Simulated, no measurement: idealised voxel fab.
process module | voxel fin reveal
cross-section cut | 185 nm wide | cells 5 nm
A cross-section is a grid of square cells, given in bands from the top down. A band is one or more rows of cells.
Each band's line starts with the height of the band's top and of its bottom, in nm. Then come its materials from left to right, each with its width in nm. One material with "throughout" fills the band from edge to edge. "air" is empty space.
Height 0 is the level under which the wafer as received is all one material. The lowest band goes on downwards, as in "0 down".
A width such as "30 to 40" changes by the same amount from each row of cells to the next, from the band's top row to its bottom row.
"no change" after a step means that no cell of the cross-section changed.
closed voids: empty space of 8 cells or more with no open way to the top, each as width x height at its distance from the left edge, in nm
after a step's settings: what the simulator itself notes on the step
overlay nm, on a step with a mask: how far to the right of its planned place the mask lay; to the left if negative
plan
1 op RECEIVE | material Si
2 op CONFORMAL_DEP | material SiN | thk nm 5
3 op MASKED_ETCH | tone cover | mask id FINS | width nm 15 | pitch nm 45 | etch materials SiN | depth nm 5 | overlay nm 0
4 op MASKED_ETCH | tone cover | mask id FINS | width nm 15 | pitch nm 45 | etch materials Si | depth nm 40 | overlay nm 0
5 op OXIDIZE | depth nm 5
6 op FILL_DEP | material SiO2 | thk nm 5
7 op CMP | height nm 5
8 op SELECTIVE_ETCH | etch materials SiO2 | depth nm 25
9 op STRIP | etch materials SiN
as received, after step 1
  0 down: Si throughout
  closed voids: none
a wafer at the end: this start, this plan, one mistake
  0 to -40: air 15 | SiO2 5 | Si 5 | SiO2 5 | air 30 | SiO2 5 | Si 5 | SiO2 5 | air 30 | SiO2 5 | Si 5 | SiO2 5 | air 30 | SiO2 5 | Si 5 | SiO2 5 | air 20
  -40 to -45: SiO2 20 | Si 5 | SiO2 40 | Si 5 | SiO2 40 | Si 5 | SiO2 40 | Si 5 | SiO2 25
  -45 down: Si throughout
  closed voids: none
what went wrong: step 6 ran as: op FILL_DEP | material SiN | thk nm 5
